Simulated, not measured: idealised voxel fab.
process module | voxel capacitor over wiring
cross-section cut | 145 nm wide | cells 5 nm
A cross-section is a grid of square cells, given in bands from the top down. A band is one or more rows of cells.
Each band's line starts with the height of the band's top and of its bottom, in nm. Then come its materials from left to right, each with its width in nm. One material with "throughout" fills the band from edge to edge. "air" is empty space.
Height 0 is the level under which the wafer as received is all one material. The lowest band goes on downwards, as in "0 down".
A width such as "30 to 40" changes by the same amount from each row of cells to the next, from the band's top row to its bottom row.
"no change" after a step means that no cell of the cross-section changed.
closed voids: empty space of 8 cells or more with no open way to the top, each as width x height at its distance from the left edge, in nm
after a step's settings: what the simulator itself notes on the step
overlay nm, on a step with a mask: how far to the right of its planned place the mask lay; to the left if negative
Each pair below shows a cross-section before one step and the cross-section after it, down to the lowest band that changed. The line under each pair gives the step between them, with its settings. The pairs can come from different runs of this module on the same starting wafer, so a pair continues from the pair above only where its "before" says so.
before
  0 down: Si throughout
  closed voids: none
after
  15 to 0: SiO2 throughout
  below 0: unchanged
  closed voids: none
the step between: op CONFORMAL_DEP | material SiO2 | thk nm 15
before: the cross-section after the pair above
after
  20 to 15: SiCN throughout
  below 15: unchanged
  closed voids: none
the step between: op CONFORMAL_DEP | material SiCN | thk nm 5
before: the cross-section after the pair above
after
  35 to 20: lowk throughout
  below 20: unchanged
  closed voids: none
the step between: op DIRECTIONAL_DEP | material lowk | thk nm 15
before: the cross-section after the pair above
after
  50 to 35: resist 15 | air 25 | resist 65 | air 25 | resist 15
  below 35: unchanged
  closed voids: none
the step between: op PATTERN | tone open | mask id METAL_1 | material resist | width nm 25 | pitch nm 90 | thk nm 15 | overlay nm 0
before: the cross-section after the pair above
after
  50 to 35: resist 15 | air 25 | resist 65 | air 25 | resist 15
  35 to 20: lowk 15 | air 25 | lowk 65 | air 25 | lowk 15
  below 20: unchanged
  closed voids: none
the step between: op DIRECTIONAL_ETCH | etch materials lowk | depth nm 15
before: the cross-section after the pair above
after
  50 to 35: resist 15 | air 25 | resist 65 | air 25 | resist 15
  35 to 20: lowk 15 | air 25 | lowk 65 | air 25 | lowk 15
  20 to 15: SiCN 15 | air 25 | SiCN 65 | air 25 | SiCN 15
  below 15: unchanged
  closed voids: none
the step between: op DIRECTIONAL_ETCH | etch materials SiCN | depth nm 5
before: the cross-section after the pair above
after
  35 to 20: lowk 15 | air 25 | lowk 65 | air 25 | lowk 15
  below 20: unchanged
  closed voids: none
the step between: op STRIP | etch materials resist
before: the cross-section after the pair above
after
  40 to 35: TiN 20 | air 15 | TiN 75 | air 15 | TiN 20
  35 to 20: lowk 15 | TiN 5 | air 15 | TiN 5 | lowk 65 | TiN 5 | air 15 | TiN 5 | lowk 15
  20 to 15: SiCN 15 | TiN 25 | SiCN 65 | TiN 25 | SiCN 15
  below 15: unchanged
  closed voids: none
the step between: op CONFORMAL_DEP | material TiN | thk nm 5
before: the cross-section after the pair above
after
  45 to 40: Ru throughout
  40 to 35: TiN 20 | Ru 15 | TiN 75 | Ru 15 | TiN 20
  35 to 20: lowk 15 | TiN 5 | Ru 15 | TiN 5 | lowk 65 | TiN 5 | Ru 15 | TiN 5 | lowk 15
  below 20: unchanged
  closed voids: none
the step between: op FILL_DEP | material Ru | thk nm 5
before: the cross-section after the pair above
after
  35 to 20: lowk 15 | TiN 5 | Ru 15 | TiN 5 | lowk 65 | TiN 5 | Ru 15 | TiN 5 | lowk 15
  below 20: unchanged
  closed voids: none
the step between: op CMP | height nm 35
before: the cross-section after the pair above
after
  40 to 35: air 10 | Ru 35 | air 55 | Ru 35 | air 10
  below 35: unchanged
  closed voids: none
the step between: op EPI | material Ru | thk nm 5
before: the cross-section after the pair above
after
  45 to 40: SiCN throughout
  40 to 35: SiCN 10 | Ru 35 | SiCN 55 | Ru 35 | SiCN 10
  below 35: unchanged
  closed voids: none
the step between: op FILL_DEP | material SiCN | thk nm 5
before: the cross-section after the pair above
after
  55 to 45: lowk throughout
  below 45: unchanged
  closed voids: none
the step between: op DIRECTIONAL_DEP | material lowk | thk nm 10
before: the cross-section after the pair above
after
  55 to 45: lowk 25 | air 15 | lowk 105
  below 45: unchanged
  closed voids: none
the step between: op MASKED_ETCH | tone open | mask id PLUG_1 | width nm 15 | etch materials lowk | depth nm 10 | overlay nm 0
before: the cross-section after the pair above
after
  55 to 45: lowk 25 | air 15 | lowk 105
  45 to 40: SiCN 25 | air 15 | SiCN 105
  below 40: unchanged
  closed voids: none
the step between: op MASKED_ETCH | tone open | mask id PLUG_1 | width nm 15 | etch materials SiCN | depth nm 5 | overlay nm 0
before: the cross-section after the pair above
after
  60 to 55: TiN 30 | air 5 | TiN 110
  55 to 45: lowk 25 | TiN 5 | air 5 | TiN 5 | lowk 105
  45 to 40: SiCN 25 | TiN 15 | SiCN 105
  below 40: unchanged
  closed voids: none
the step between: op CONFORMAL_DEP | material TiN | thk nm 5
before: the cross-section after the pair above
after
  65 to 60: Ru throughout
  60 to 55: TiN 30 | Ru 5 | TiN 110
  55 to 45: lowk 25 | TiN 5 | Ru 5 | TiN 5 | lowk 105
  below 45: unchanged
  closed voids: none
the step between: op FILL_DEP | material Ru | thk nm 5
before: the cross-section after the pair above
after
  55 to 45: lowk 25 | TiN 5 | Ru 5 | TiN 5 | lowk 105
  below 45: unchanged
  closed voids: none
the step between: op CMP | height nm 55
before: the cross-section after the pair above
after
  65 to 55: TiN throughout
  below 55: unchanged
  closed voids: none
the step between: op DIRECTIONAL_DEP | material TiN | thk nm 10
before: the cross-section after the pair above
after
  70 to 65: SiN throughout
  below 65: unchanged
  closed voids: none
the step between: op DIRECTIONAL_DEP | material SiN | thk nm 5
before: the cross-section after the pair above
after
  75 to 70: TiN throughout
  below 70: unchanged
  closed voids: none
the step between: op DIRECTIONAL_DEP | material TiN | thk nm 5
before: the cross-section after the pair above
after
  95 to 75: air 25 | resist 70 | air 50
  below 75: unchanged
  closed voids: none
the step between: op PATTERN | tone cover | mask id UPPER_PLATE | material resist | width nm 70 | thk nm 20 | overlay nm 0
before: the cross-section after the pair above
after
  95 to 75: air 25 | resist 70 | air 50
  75 to 70: air 25 | TiN 70 | air 50
  below 70: unchanged
  closed voids: none
the step between: op DIRECTIONAL_ETCH | etch materials TiN | depth nm 5
before: the cross-section after the pair above
after
  95 to 75: air 25 | resist 70 | air 50
  75 to 70: air 25 | TiN 70 | air 50
  70 to 65: air 25 | SiN 70 | air 50
  below 65: unchanged
  closed voids: none
the step between: op DIRECTIONAL_ETCH | etch materials SiN | depth nm 5
before: the cross-section after the pair above
after
  75 to 70: air 25 | TiN 70 | air 50
  below 70: unchanged
  closed voids: none
the step between: op STRIP | etch materials resist
before: the cross-section after the pair above
after
  75 to 70: air 25 | TiN 70 | air 50
  70 to 65: air 25 | SiN 70 | air 50
  65 to 55: air 20 | TiN 80 | air 45
  below 55: unchanged
  closed voids: none
the step between: op MASKED_ETCH | tone cover | mask id LOWER_PLATE | width nm 80 | etch materials TiN | depth nm 10 | overlay nm 0
before: the cross-section after the pair above
after
  90 to 75: SiO2 throughout
  75 to 70: SiO2 25 | TiN 70 | SiO2 50
  70 to 65: SiO2 25 | SiN 70 | SiO2 50
  65 to 55: SiO2 20 | TiN 80 | SiO2 45
  below 55: unchanged
  closed voids: none
the step between: op FILL_DEP | material SiO2 | thk nm 15
before: the cross-section after the pair above
after
  85 to 75: SiO2 throughout
  below 75: unchanged
  closed voids: none
the step between: op CMP | height nm 85
before: the cross-section after the pair above
after
  105 to 85: resist 35 | air 15 | resist 95
  below 85: unchanged
  closed voids: none
the step between: op PATTERN | tone open | mask id PLUG_2 | material resist | width nm 15 | thk nm 20 | overlay nm 0
before: the cross-section after the pair above
after
  105 to 85: resist 35 | air 15 | resist 95
  85 to 75: SiO2 35 | air 15 | SiO2 95
  below 75: unchanged
  closed voids: none
the step between: op DIRECTIONAL_ETCH | etch materials SiO2 | depth nm 10
before: the cross-section after the pair above
after
  85 to 75: SiO2 35 | air 15 | SiO2 95
  below 75: unchanged
  closed voids: none
the step between: op STRIP | etch materials resist
before: the cross-section after the pair above
after
  90 to 85: TiN 40 | air 5 | TiN 100
  85 to 80: SiO2 35 | TiN 5 | air 5 | TiN 5 | SiO2 95
  80 to 70: SiO2 35 to 25 | TiN 15 to 70 | SiO2 95 to 50
  below 70: unchanged
  closed voids: none
the step between: op CONFORMAL_DEP | material TiN | thk nm 5
before: the cross-section after the pair above
after
  100 to 90: Ru throughout
  90 to 85: TiN 40 | Ru 5 | TiN 100
  85 to 80: SiO2 35 | TiN 5 | Ru 5 | TiN 5 | SiO2 95
  below 80: unchanged
  closed voids: none
the step between: op FILL_DEP | material Ru | thk nm 10
before: the cross-section after the pair above
after
  85 to 80: SiO2 35 | TiN 5 | Ru 5 | TiN 5 | SiO2 95
  below 80: unchanged
  closed voids: none
the step between: op CMP | height nm 85
before: the cross-section after the pair above
after
  90 to 85: SiCN throughout
  below 85: unchanged
  closed voids: none
the step between: op CONFORMAL_DEP | material SiCN | thk nm 5
before
  65 to 55: TiN throughout
  55 to 45: lowk 25 | TiN 5 | Ru 5 | TiN 5 | lowk 105
  45 to 40: SiCN 25 | TiN 15 | SiCN 105
  40 to 35: SiCN 10 | Ru 35 | SiCN 55 | Ru 35 | SiCN 10
  35 to 20: lowk 15 | TiN 5 | Ru 15 | TiN 5 | lowk 65 | TiN 5 | Ru 15 | TiN 5 | lowk 15
  20 to 15: SiCN 15 | TiN 25 | SiCN 65 | TiN 25 | SiCN 15
  15 to 0: SiO2 throughout
  0 down: Si throughout
  closed voids: none
after
  70 to 55: TiN throughout
  below 55: unchanged
  closed voids: none
the step between: op DIRECTIONAL_DEP | material TiN | thk nm 5
before: the cross-section after the pair above
after
  90 to 70: air 25 | resist 70 | air 50
  below 70: unchanged
  closed voids: none
the step between: op PATTERN | tone cover | mask id UPPER_PLATE | material resist | width nm 70 | thk nm 20 | overlay nm 0
before: the cross-section after the pair above
after
  90 to 70: air 25 | resist 70 | air 50
  70 to 65: air 25 | TiN 70 | air 50
  below 65: unchanged
  closed voids: none
the step between: op DIRECTIONAL_ETCH | etch materials TiN | depth nm 5
before: the cross-section after the pair above
after
  70 to 65: air 25 | TiN 70 | air 50
  below 65: unchanged
  closed voids: none
the step between: op STRIP | etch materials resist
before: the cross-section after the pair above
after
  70 to 65: air 25 | TiN 70 | air 50
  65 to 55: air 20 | TiN 80 | air 45
  below 55: unchanged
  closed voids: none
the step between: op MASKED_ETCH | tone cover | mask id LOWER_PLATE | width nm 80 | etch materials TiN | depth nm 10 | overlay nm 0
before: the cross-section after the pair above
after
  85 to 70: SiO2 throughout
  70 to 65: SiO2 25 | TiN 70 | SiO2 50
  65 to 55: SiO2 20 | TiN 80 | SiO2 45
  below 55: unchanged
  closed voids: none
the step between: op FILL_DEP | material SiO2 | thk nm 15
before: the cross-section after the pair above
after
  105 to 85: resist 35 | air 15 | resist 95
  below 85: unchanged
  closed voids: none
the step between: op PATTERN | tone open | mask id PLUG_2 | material resist | width nm 15 | thk nm 20 | overlay nm 0
before: the cross-section after the pair above
after
  105 to 85: resist 35 | air 15 | resist 95
  85 to 75: SiO2 35 | air 15 | SiO2 95
  below 75: unchanged
  closed voids: none
the step between: op DIRECTIONAL_ETCH | etch materials SiO2 | depth nm 10
before: the cross-section after the pair above
after
  85 to 75: SiO2 35 | air 15 | SiO2 95
  below 75: unchanged
  closed voids: none
the step between: op STRIP | etch materials resist
before: the cross-section after the pair above
after
  90 to 85: TiN 40 | air 5 | TiN 100
  85 to 80: SiO2 35 | TiN 5 | air 5 | TiN 5 | SiO2 95
  80 to 75: SiO2 35 | TiN 15 | SiO2 95
  below 75: unchanged
  closed voids: none
the step between: op CONFORMAL_DEP | material TiN | thk nm 5
before: the cross-section after the pair above
after
  100 to 90: Ru throughout
  90 to 85: TiN 40 | Ru 5 | TiN 100
  85 to 80: SiO2 35 | TiN 5 | Ru 5 | TiN 5 | SiO2 95
  below 80: unchanged
  closed voids: none
the step between: op FILL_DEP | material Ru | thk nm 10
before: the cross-section after the pair above
after
  85 to 80: SiO2 35 | TiN 5 | Ru 5 | TiN 5 | SiO2 95
  below 80: unchanged
  closed voids: none
the step between: op CMP | height nm 85
before: the cross-section after the pair above
after
  90 to 85: SiCN throughout
  below 85: unchanged
  closed voids: none
the step between: op CONFORMAL_DEP | material SiCN | thk nm 5
before
  15 to 0: SiO2 throughout
  0 down: Si throughout
  closed voids: none
after
  30 to 0: SiO2 throughout
  below 0: unchanged
  closed voids: none
the step between: op CONFORMAL_DEP | material SiO2 | thk nm 15
before: the cross-section after the pair above
after
  35 to 30: SiCN throughout
  below 30: unchanged
  closed voids: none
the step between: op CONFORMAL_DEP | material SiCN | thk nm 5
before: the cross-section after the pair above
after
  50 to 35: lowk throughout
  below 35: unchanged
  closed voids: none
the step between: op DIRECTIONAL_DEP | material lowk | thk nm 15
before: the cross-section after the pair above
after
  65 to 50: resist 15 | air 25 | resist 65 | air 25 | resist 15
  below 50: unchanged
  closed voids: none
the step between: op PATTERN | tone open | mask id METAL_1 | material resist | width nm 25 | pitch nm 90 | thk nm 15 | overlay nm 0
before: the cross-section after the pair above
after
  65 to 50: resist 15 | air 25 | resist 65 | air 25 | resist 15
  50 to 35: lowk 15 | air 25 | lowk 65 | air 25 | lowk 15
  below 35: unchanged
  closed voids: none
the step between: op DIRECTIONAL_ETCH | etch materials lowk | depth nm 15
before: the cross-section after the pair above
after
  65 to 50: resist 15 | air 25 | resist 65 | air 25 | resist 15
  50 to 35: lowk 15 | air 25 | lowk 65 | air 25 | lowk 15
  35 to 30: SiCN 15 | air 25 | SiCN 65 | air 25 | SiCN 15
  below 30: unchanged
  closed voids: none
the step between: op DIRECTIONAL_ETCH | etch materials SiCN | depth nm 5
before: the cross-section after the pair above
after
  50 to 35: lowk 15 | air 25 | lowk 65 | air 25 | lowk 15
  below 35: unchanged
  closed voids: none
the step between: op STRIP | etch materials resist
before: the cross-section after the pair above
after
  55 to 50: TiN 20 | air 15 | TiN 75 | air 15 | TiN 20
  50 to 35: lowk 15 | TiN 5 | air 15 | TiN 5 | lowk 65 | TiN 5 | air 15 | TiN 5 | lowk 15
  35 to 30: SiCN 15 | TiN 25 | SiCN 65 | TiN 25 | SiCN 15
  below 30: unchanged
  closed voids: none
the step between: op CONFORMAL_DEP | material TiN | thk nm 5
before: the cross-section after the pair above
after
  60 to 55: Ru throughout
  55 to 50: TiN 20 | Ru 15 | TiN 75 | Ru 15 | TiN 20
  50 to 35: lowk 15 | TiN 5 | Ru 15 | TiN 5 | lowk 65 | TiN 5 | Ru 15 | TiN 5 | lowk 15
  below 35: unchanged
  closed voids: none
the step between: op FILL_DEP | material Ru | thk nm 5
before: the cross-section after the pair above
after
  35 to 30: SiCN 15 | TiN 25 | SiCN 65 | TiN 25 | SiCN 15
  below 30: unchanged
  closed voids: none
the step between: op CMP | height nm 35
before: the cross-section after the pair above
after
  40 to 35: air 10 | Ru 35 | air 55 | Ru 35 | air 10
  below 35: unchanged
  closed voids: none
the step between: op EPI | material Ru | thk nm 5
before: the cross-section after the pair above
after
  45 to 40: SiCN throughout
  40 to 35: SiCN 10 | Ru 35 | SiCN 55 | Ru 35 | SiCN 10
  below 35: unchanged
  closed voids: none
the step between: op FILL_DEP | material SiCN | thk nm 5
before: the cross-section after the pair above
after
  55 to 45: lowk throughout
  below 45: unchanged
  closed voids: none
the step between: op DIRECTIONAL_DEP | material lowk | thk nm 10
before: the cross-section after the pair above
after
  55 to 45: lowk 25 | air 15 | lowk 105
  below 45: unchanged
  closed voids: none
the step between: op MASKED_ETCH | tone open | mask id PLUG_1 | width nm 15 | etch materials lowk | depth nm 10 | overlay nm 0
before: the cross-section after the pair above
after
  55 to 45: lowk 25 | air 15 | lowk 105
  45 to 40: SiCN 25 | air 15 | SiCN 105
  below 40: unchanged
  closed voids: none
the step between: op MASKED_ETCH | tone open | mask id PLUG_1 | width nm 15 | etch materials SiCN | depth nm 5 | overlay nm 0
before: the cross-section after the pair above
after
  60 to 55: TiN 30 | air 5 | TiN 110
  55 to 45: lowk 25 | TiN 5 | air 5 | TiN 5 | lowk 105
  45 to 40: SiCN 25 | TiN 15 | SiCN 105
  below 40: unchanged
  closed voids: none
the step between: op CONFORMAL_DEP | material TiN | thk nm 5
before: the cross-section after the pair above
after
  65 to 60: Ru throughout
  60 to 55: TiN 30 | Ru 5 | TiN 110
  55 to 45: lowk 25 | TiN 5 | Ru 5 | TiN 5 | lowk 105
  below 45: unchanged
  closed voids: none
the step between: op FILL_DEP | material Ru | thk nm 5
before: the cross-section after the pair above
after
  55 to 45: lowk 25 | TiN 5 | Ru 5 | TiN 5 | lowk 105
  below 45: unchanged
  closed voids: none
the step between: op CMP | height nm 55
before: the cross-section after the pair above
after
  65 to 55: TiN throughout
  below 55: unchanged
  closed voids: none
the step between: op DIRECTIONAL_DEP | material TiN | thk nm 10
before: the cross-section after the pair above
after
  70 to 65: SiN throughout
  below 65: unchanged
  closed voids: none
the step between: op DIRECTIONAL_DEP | material SiN | thk nm 5
before: the cross-section after the pair above
after
  75 to 70: TiN throughout
  below 70: unchanged
  closed voids: none
the step between: op DIRECTIONAL_DEP | material TiN | thk nm 5
before: the cross-section after the pair above
after
  95 to 75: air 25 | resist 70 | air 50
  below 75: unchanged
  closed voids: none
the step between: op PATTERN | tone cover | mask id UPPER_PLATE | material resist | width nm 70 | thk nm 20 | overlay nm 0
before: the cross-section after the pair above
after
  95 to 75: air 25 | resist 70 | air 50
  75 to 70: air 25 | TiN 70 | air 50
  below 70: unchanged
  closed voids: none
the step between: op DIRECTIONAL_ETCH | etch materials TiN | depth nm 5
before: the cross-section after the pair above
after
  95 to 75: air 25 | resist 70 | air 50
  75 to 70: air 25 | TiN 70 | air 50
  70 to 65: air 25 | SiN 70 | air 50
  below 65: unchanged
  closed voids: none
the step between: op DIRECTIONAL_ETCH | etch materials SiN | depth nm 5
before: the cross-section after the pair above
after
  75 to 70: air 25 | TiN 70 | air 50
  below 70: unchanged
  closed voids: none
the step between: op STRIP | etch materials resist
before: the cross-section after the pair above
after
  75 to 70: air 25 | TiN 70 | air 50
  70 to 65: air 25 | SiN 70 | air 50
  65 to 55: air 20 | TiN 80 | air 45
  below 55: unchanged
  closed voids: none
the step between: op MASKED_ETCH | tone cover | mask id LOWER_PLATE | width nm 80 | etch materials TiN | depth nm 10 | overlay nm 0
before: the cross-section after the pair above
after
  90 to 75: SiO2 throughout
  75 to 70: SiO2 25 | TiN 70 | SiO2 50
  70 to 65: SiO2 25 | SiN 70 | SiO2 50
  65 to 55: SiO2 20 | TiN 80 | SiO2 45
  below 55: unchanged
  closed voids: none
the step between: op FILL_DEP | material SiO2 | thk nm 15
before: the cross-section after the pair above
after
  85 to 75: SiO2 throughout
  below 75: unchanged
  closed voids: none
the step between: op CMP | height nm 85
before: the cross-section after the pair above
after
  105 to 85: resist 35 | air 15 | resist 95
  below 85: unchanged
  closed voids: none
the step between: op PATTERN | tone open | mask id PLUG_2 | material resist | width nm 15 | thk nm 20 | overlay nm 0
before: the cross-section after the pair above
after
  105 to 85: resist 35 | air 15 | resist 95
  85 to 75: SiO2 35 | air 15 | SiO2 95
  below 75: unchanged
  closed voids: none
the step between: op DIRECTIONAL_ETCH | etch materials SiO2 | depth nm 10
before: the cross-section after the pair above
after
  85 to 75: SiO2 35 | air 15 | SiO2 95
  below 75: unchanged
  closed voids: none
the step between: op STRIP | etch materials resist
before: the cross-section after the pair above
after
  90 to 85: TiN 40 | air 5 | TiN 100
  85 to 80: SiO2 35 | TiN 5 | air 5 | TiN 5 | SiO2 95
  80 to 70: SiO2 35 to 25 | TiN 15 to 70 | SiO2 95 to 50
  below 70: unchanged
  closed voids: none
the step between: op CONFORMAL_DEP | material TiN | thk nm 5
before: the cross-section after the pair above
after
  100 to 90: Ru throughout
  90 to 85: TiN 40 | Ru 5 | TiN 100
  85 to 80: SiO2 35 | TiN 5 | Ru 5 | TiN 5 | SiO2 95
  below 80: unchanged
  closed voids: none
the step between: op FILL_DEP | material Ru | thk nm 10
before: the cross-section after the pair above
after
  85 to 80: SiO2 35 | TiN 5 | Ru 5 | TiN 5 | SiO2 95
  below 80: unchanged
  closed voids: none
the step between: op CMP | height nm 85
before: the cross-section after the pair above
after
  90 to 85: SiCN throughout
  below 85: unchanged
  closed voids: none
the step between: op CONFORMAL_DEP | material SiCN | thk nm 5
before
  0 down: Si throughout
  closed voids: none
after
  5 to 0: SiCN throughout
  below 0: unchanged
  closed voids: none
the step between: op CONFORMAL_DEP | material SiCN | thk nm 5
before: the cross-section after the pair above
after
  20 to 5: SiO2 throughout
  below 5: unchanged
  closed voids: none
the step between: op CONFORMAL_DEP | material SiO2 | thk nm 15
before: the cross-section after the pair above
after
  35 to 20: lowk throughout
  below 20: unchanged
  closed voids: none
the step between: op DIRECTIONAL_DEP | material lowk | thk nm 15
before: the cross-section after the pair above
after
  50 to 35: resist 15 | air 25 | resist 65 | air 25 | resist 15
  below 35: unchanged
  closed voids: none
the step between: op PATTERN | tone open | mask id METAL_1 | material resist | width nm 25 | pitch nm 90 | thk nm 15 | overlay nm 0
before: the cross-section after the pair above
after
  50 to 35: resist 15 | air 25 | resist 65 | air 25 | resist 15
  35 to 20: lowk 15 | air 25 | lowk 65 | air 25 | lowk 15
  below 20: unchanged
  closed voids: none
the step between: op DIRECTIONAL_ETCH | etch materials lowk | depth nm 15
before: the cross-section after the pair above
after
  35 to 20: lowk 15 | air 25 | lowk 65 | air 25 | lowk 15
  below 20: unchanged
  closed voids: none
the step between: op STRIP | etch materials resist
before: the cross-section after the pair above
after
  40 to 35: TiN 20 | air 15 | TiN 75 | air 15 | TiN 20
  35 to 25: lowk 15 | TiN 5 | air 15 | TiN 5 | lowk 65 | TiN 5 | air 15 | TiN 5 | lowk 15
  25 to 20: lowk 15 | TiN 25 | lowk 65 | TiN 25 | lowk 15
  below 20: unchanged
  closed voids: none
the step between: op CONFORMAL_DEP | material TiN | thk nm 5
before: the cross-section after the pair above
after
  45 to 40: Ru throughout
  40 to 35: TiN 20 | Ru 15 | TiN 75 | Ru 15 | TiN 20
  35 to 25: lowk 15 | TiN 5 | Ru 15 | TiN 5 | lowk 65 | TiN 5 | Ru 15 | TiN 5 | lowk 15
  below 25: unchanged
  closed voids: none
the step between: op FILL_DEP | material Ru | thk nm 5
before: the cross-section after the pair above
after
  35 to 25: lowk 15 | TiN 5 | Ru 15 | TiN 5 | lowk 65 | TiN 5 | Ru 15 | TiN 5 | lowk 15
  below 25: unchanged
  closed voids: none
the step between: op CMP | height nm 35
before: the cross-section after the pair above
after
  40 to 35: air 10 | Ru 35 | air 55 | Ru 35 | air 10
  below 35: unchanged
  closed voids: none
the step between: op EPI | material Ru | thk nm 5
before: the cross-section after the pair above
after
  45 to 40: SiCN throughout
  40 to 35: SiCN 10 | Ru 35 | SiCN 55 | Ru 35 | SiCN 10
  below 35: unchanged
  closed voids: none
the step between: op FILL_DEP | material SiCN | thk nm 5
before: the cross-section after the pair above
after
  55 to 45: lowk throughout
  below 45: unchanged
  closed voids: none
the step between: op DIRECTIONAL_DEP | material lowk | thk nm 10
before: the cross-section after the pair above
after
  55 to 45: lowk 25 | air 15 | lowk 105
  below 45: unchanged
  closed voids: none
the step between: op MASKED_ETCH | tone open | mask id PLUG_1 | width nm 15 | etch materials lowk | depth nm 10 | overlay nm 0
before: the cross-section after the pair above
after
  55 to 45: lowk 25 | air 15 | lowk 105
  45 to 40: SiCN 25 | air 15 | SiCN 105
  below 40: unchanged
  closed voids: none
the step between: op MASKED_ETCH | tone open | mask id PLUG_1 | width nm 15 | etch materials SiCN | depth nm 5 | overlay nm 0
before: the cross-section after the pair above
after
  60 to 55: TiN 30 | air 5 | TiN 110
  55 to 45: lowk 25 | TiN 5 | air 5 | TiN 5 | lowk 105
  45 to 40: SiCN 25 | TiN 15 | SiCN 105
  below 40: unchanged
  closed voids: none
the step between: op CONFORMAL_DEP | material TiN | thk nm 5
before: the cross-section after the pair above
after
  65 to 60: Ru throughout
  60 to 55: TiN 30 | Ru 5 | TiN 110
  55 to 45: lowk 25 | TiN 5 | Ru 5 | TiN 5 | lowk 105
  below 45: unchanged
  closed voids: none
the step between: op FILL_DEP | material Ru | thk nm 5
before: the cross-section after the pair above
after
  55 to 45: lowk 25 | TiN 5 | Ru 5 | TiN 5 | lowk 105
  below 45: unchanged
  closed voids: none
the step between: op CMP | height nm 55
before: the cross-section after the pair above
after
  65 to 55: TiN throughout
  below 55: unchanged
  closed voids: none
the step between: op DIRECTIONAL_DEP | material TiN | thk nm 10
before: the cross-section after the pair above
after
  70 to 65: SiN throughout
  below 65: unchanged
  closed voids: none
the step between: op DIRECTIONAL_DEP | material SiN | thk nm 5
before: the cross-section after the pair above
after
  75 to 70: TiN throughout
  below 70: unchanged
  closed voids: none
the step between: op DIRECTIONAL_DEP | material TiN | thk nm 5
before: the cross-section after the pair above
after
  95 to 75: air 25 | resist 70 | air 50
  below 75: unchanged
  closed voids: none
the step between: op PATTERN | tone cover | mask id UPPER_PLATE | material resist | width nm 70 | thk nm 20 | overlay nm 0
before: the cross-section after the pair above
after
  95 to 75: air 25 | resist 70 | air 50
  75 to 70: air 25 | TiN 70 | air 50
  below 70: unchanged
  closed voids: none
the step between: op DIRECTIONAL_ETCH | etch materials TiN | depth nm 5
before: the cross-section after the pair above
after
  95 to 75: air 25 | resist 70 | air 50
  75 to 70: air 25 | TiN 70 | air 50
  70 to 65: air 25 | SiN 70 | air 50
  below 65: unchanged
  closed voids: none
the step between: op DIRECTIONAL_ETCH | etch materials SiN | depth nm 5
before: the cross-section after the pair above
after
  75 to 70: air 25 | TiN 70 | air 50
  below 70: unchanged
  closed voids: none
the step between: op STRIP | etch materials resist
before: the cross-section after the pair above
after
  75 to 70: air 25 | TiN 70 | air 50
  70 to 65: air 25 | SiN 70 | air 50
  65 to 55: air 20 | TiN 80 | air 45
  below 55: unchanged
  closed voids: none
the step between: op MASKED_ETCH | tone cover | mask id LOWER_PLATE | width nm 80 | etch materials TiN | depth nm 10 | overlay nm 0
before: the cross-section after the pair above
after
  90 to 75: SiO2 throughout
  75 to 70: SiO2 25 | TiN 70 | SiO2 50
  70 to 65: SiO2 25 | SiN 70 | SiO2 50
  65 to 55: SiO2 20 | TiN 80 | SiO2 45
  below 55: unchanged
  closed voids: none
the step between: op FILL_DEP | material SiO2 | thk nm 15
before: the cross-section after the pair above
after
  85 to 75: SiO2 throughout
  below 75: unchanged
  closed voids: none
the step between: op CMP | height nm 85
before: the cross-section after the pair above
after
  105 to 85: resist 35 | air 15 | resist 95
  below 85: unchanged
  closed voids: none
the step between: op PATTERN | tone open | mask id PLUG_2 | material resist | width nm 15 | thk nm 20 | overlay nm 0
before: the cross-section after the pair above
after
  105 to 85: resist 35 | air 15 | resist 95
  85 to 75: SiO2 35 | air 15 | SiO2 95
  below 75: unchanged
  closed voids: none
the step between: op DIRECTIONAL_ETCH | etch materials SiO2 | depth nm 10
before: the cross-section after the pair above
after
  85 to 75: SiO2 35 | air 15 | SiO2 95
  below 75: unchanged
  closed voids: none
the step between: op STRIP | etch materials resist
before: the cross-section after the pair above
after
  90 to 85: TiN 40 | air 5 | TiN 100
  85 to 80: SiO2 35 | TiN 5 | air 5 | TiN 5 | SiO2 95
  80 to 70: SiO2 35 to 25 | TiN 15 to 70 | SiO2 95 to 50
  below 70: unchanged
  closed voids: none
the step between: op CONFORMAL_DEP | material TiN | thk nm 5
before: the cross-section after the pair above
after
  100 to 90: Ru throughout
  90 to 85: TiN 40 | Ru 5 | TiN 100
  85 to 80: SiO2 35 | TiN 5 | Ru 5 | TiN 5 | SiO2 95
  below 80: unchanged
  closed voids: none
the step between: op FILL_DEP | material Ru | thk nm 10
before: the cross-section after the pair above
after
  85 to 80: SiO2 35 | TiN 5 | Ru 5 | TiN 5 | SiO2 95
  below 80: unchanged
  closed voids: none
the step between: op CMP | height nm 85
before: the cross-section after the pair above
after
  90 to 85: SiCN throughout
  below 85: unchanged
  closed voids: none
the step between: op CONFORMAL_DEP | material SiCN | thk nm 5
before
  15 to 0: SiO2 throughout
  0 down: Si throughout
  closed voids: none
after
  30 to 15: SiCN throughout
  below 15: unchanged
  closed voids: none
the step between: op CONFORMAL_DEP | material SiCN | thk nm 15
before: the cross-section after the pair above
after
  45 to 30: lowk throughout
  below 30: unchanged
  closed voids: none
the step between: op DIRECTIONAL_DEP | material lowk | thk nm 15
before: the cross-section after the pair above
after
  60 to 45: resist 15 | air 25 | resist 65 | air 25 | resist 15
  below 45: unchanged
  closed voids: none
the step between: op PATTERN | tone open | mask id METAL_1 | material resist | width nm 25 | pitch nm 90 | thk nm 15 | overlay nm 0
before: the cross-section after the pair above
after
  60 to 45: resist 15 | air 25 | resist 65 | air 25 | resist 15
  45 to 30: lowk 15 | air 25 | lowk 65 | air 25 | lowk 15
  below 30: unchanged
  closed voids: none
the step between: op DIRECTIONAL_ETCH | etch materials lowk | depth nm 15
before: the cross-section after the pair above
after
  60 to 45: resist 15 | air 25 | resist 65 | air 25 | resist 15
  45 to 30: lowk 15 | air 25 | lowk 65 | air 25 | lowk 15
  30 to 25: SiCN 15 | air 25 | SiCN 65 | air 25 | SiCN 15
  below 25: unchanged
  closed voids: none
the step between: op DIRECTIONAL_ETCH | etch materials SiCN | depth nm 5
before: the cross-section after the pair above
after
  45 to 30: lowk 15 | air 25 | lowk 65 | air 25 | lowk 15
  below 30: unchanged
  closed voids: none
the step between: op STRIP | etch materials resist
before: the cross-section after the pair above
after
  50 to 45: TiN 20 | air 15 | TiN 75 | air 15 | TiN 20
  45 to 30: lowk 15 | TiN 5 | air 15 | TiN 5 | lowk 65 | TiN 5 | air 15 | TiN 5 | lowk 15
  30 to 25: SiCN 15 | TiN 25 | SiCN 65 | TiN 25 | SiCN 15
  below 25: unchanged
  closed voids: none
the step between: op CONFORMAL_DEP | material TiN | thk nm 5
before: the cross-section after the pair above
after
  55 to 50: Ru throughout
  50 to 45: TiN 20 | Ru 15 | TiN 75 | Ru 15 | TiN 20
  45 to 30: lowk 15 | TiN 5 | Ru 15 | TiN 5 | lowk 65 | TiN 5 | Ru 15 | TiN 5 | lowk 15
  below 30: unchanged
  closed voids: none
the step between: op FILL_DEP | material Ru | thk nm 5
